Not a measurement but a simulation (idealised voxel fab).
The following process module bears the name voxel capacitor over wiring.
Section shown: cut. Width: 160 nm. Cell size: 5 nm, square.
The cross-sections in this document take the form of a grid made of square cells. They are written out as bands, in order from top to bottom. Each band consists of one or more rows of cells. Top, bottom (nm), then materials left to right with widths (nm); lone material tagged "edge to edge" fills the whole band edge to edge; "empty" = empty space. The reference from which all heights are counted is 0, the level beneath which the as-received wafer is entirely one material; the lowest band, having no lower bound, proceeds downward and is written after the example "0 -> down". It should be noted that a width expressed as "30->40" varies in equal increments from row to row of cells within the band, taking the value of the first number at the top row and that of the second number at the bottom row. It should be understood that the words "remains unaltered", when stated for a given step, signify that the cross-section underwent no change in any of its cells during that step. Entry "Enclosed internal cavities" = empty spaces >= 8 cells with no open way to the top; each as width x height at distance, distance from left edge, all nm. after a step's settings: what the simulator itself notes on the step. The optional step-line setting "overlay nm" applies to steps with a mask and quantifies how far to the right of its planned location the mask lay, a negative value indicating leftward placement.

The steps planned for the process are as follows:
1: op RECEIVE | material Si
2: op CONFORMAL_DEP | material SiO2 | thk nm 10
3: op DIRECTIONAL_DEP | material TiN | thk nm 5
4: op DIRECTIONAL_DEP | material Ru | thk nm 20
5: op PATTERN | tone cover | mask id METAL_1 | material resist | width nm 25 | pitch nm 75 | thk nm 15 | overlay nm 0
6: op DIRECTIONAL_ETCH | etch materials Ru | depth nm 20
7: op DIRECTIONAL_ETCH | etch materials TiN | depth nm 5
8: op STRIP | etch materials resist
9: op CONFORMAL_DEP | material SiCN | thk nm 5
10: op FILL_DEP | material lowk | thk nm 10
11: op CMP | height nm 35
12: op CONFORMAL_DEP | material SiCN | thk nm 5
13: op DIRECTIONAL_DEP | material lowk | thk nm 10
14: op PATTERN | tone open | mask id PLUG_1 | material resist | width nm 15 | thk nm 15 | overlay nm 0
15: op DIRECTIONAL_ETCH | etch materials lowk | depth nm 10
16: op DIRECTIONAL_ETCH | etch materials SiCN | depth nm 5
17: op STRIP | etch materials resist
18: op CONFORMAL_DEP | material TiN | thk nm 5
19: op FILL_DEP | material Cu | thk nm 5
20: op CMP | height nm 50
21: op DIRECTIONAL_DEP | material TiN | thk nm 5
22: op DIRECTIONAL_DEP | material Al2O3 | thk nm 5
23: op DIRECTIONAL_DEP | material TiN | thk nm 10
24: op MASKED_ETCH | tone cover | mask id UPPER_PLATE | width nm 55 | etch materials TiN | depth nm 10 | overlay nm 0
25: op MASKED_ETCH | tone cover | mask id UPPER_PLATE | width nm 55 | etch materials Al2O3 | depth nm 5 | overlay nm 0
26: op MASKED_ETCH | tone cover | mask id LOWER_PLATE | width nm 65 | etch materials TiN | depth nm 5 | overlay nm 0
27: op FILL_DEP | material SiO2 | thk nm 15
28: op CMP | height nm 80
29: op DIRECTIONAL_DEP | material aC | thk nm 15
30: op PATTERN | tone open | mask id PLUG_2 | material resist | width nm 15 | thk nm 35 | overlay nm 0
31: op DIRECTIONAL_ETCH | etch materials aC | depth nm 15
32: op STRIP | etch materials resist
33: op DIRECTIONAL_ETCH | etch materials SiO2 | depth nm 10
34: op STRIP | etch materials aC
35: op CONFORMAL_DEP | material TiN | thk nm 5
36: op FILL_DEP | material Cu | thk nm 10
37: op CMP | height nm 80
38: op CONFORMAL_DEP | material SiCN | thk nm 5

Shown in cross-section is the wafer as received, that is, as it stands after step 1:
- 0 -> down  Si edge to edge
- Enclosed internal cavities: none

Wafer cross-section at module end: first of two, run to plan:
- 85 -> 80  SiCN edge to edge
- 80 -> 75  SiO2 50 | TiN 5 | Cu 5 | TiN 5 | SiO2 95
- 75 -> 70  SiO2 50 | TiN 15 | SiO2 95
- 70 -> 60  SiO2 40 | TiN 55 | SiO2 65
- 60 -> 55  SiO2 40 | Al2O3 55 | SiO2 65
- 55 -> 50  SiO2 35 | TiN 65 | SiO2 60
- 50 -> 40  lowk 40 | TiN 5 | Cu 5 | TiN 5 | lowk 105
- 40 -> 35  SiCN 40 | TiN 15 | SiCN 105
- 35 -> 15  lowk 25 | SiCN 5 | Ru 25 | SiCN 5 | lowk 40 | SiCN 5 | Ru 25 | SiCN 5 | lowk 25
- 15 -> 10  SiCN 30 | TiN 25 | SiCN 50 | TiN 25 | SiCN 30
- 10 -> 0  SiO2 edge to edge
- 0 -> down  Si edge to edge
- Enclosed internal cavities: none

Same start, same plan as the first wafer - but one mistake in the run. Cross-section of the second of the two at the end of the module:
- 85 -> 80  SiCN edge to edge
- 80 -> 75  SiO2 50 | TiN 5 | Cu 5 | TiN 5 | SiO2 95
- 75 -> 70  SiO2 50 | TiN 15 | SiO2 95
- 70 -> 60  SiO2 40 | TiN 55 | SiO2 65
- 60 -> 55  SiO2 40 | Al2O3 55 | SiO2 65
- 55 -> 50  SiO2 35 | TiN 65 | SiO2 60
- 50 -> 40  lowk 35 | TiN 5 | Cu 5 | TiN 5 | lowk 110
- 40 -> 35  SiCN 35 | TiN 15 | SiCN 110
- 35 -> 15  lowk 25 | SiCN 5 | Ru 25 | SiCN 5 | lowk 40 | SiCN 5 | Ru 25 | SiCN 5 | lowk 25
- 15 -> 10  SiCN 30 | TiN 25 | SiCN 50 | TiN 25 | SiCN 30
- 10 -> 0  SiO2 edge to edge
- 0 -> down  Si edge to edge
- Enclosed internal cavities: none
What went wrong in running the wafer? step 14: run off-plan, actual operation and settings op PATTERN | tone open | mask id PLUG_1 | material resist | width nm 15 | thk nm 15 | overlay nm -5
In the final comparison it is observed that the number of cells assigned to each material is identical for the two wafers, whereas their placement is not.
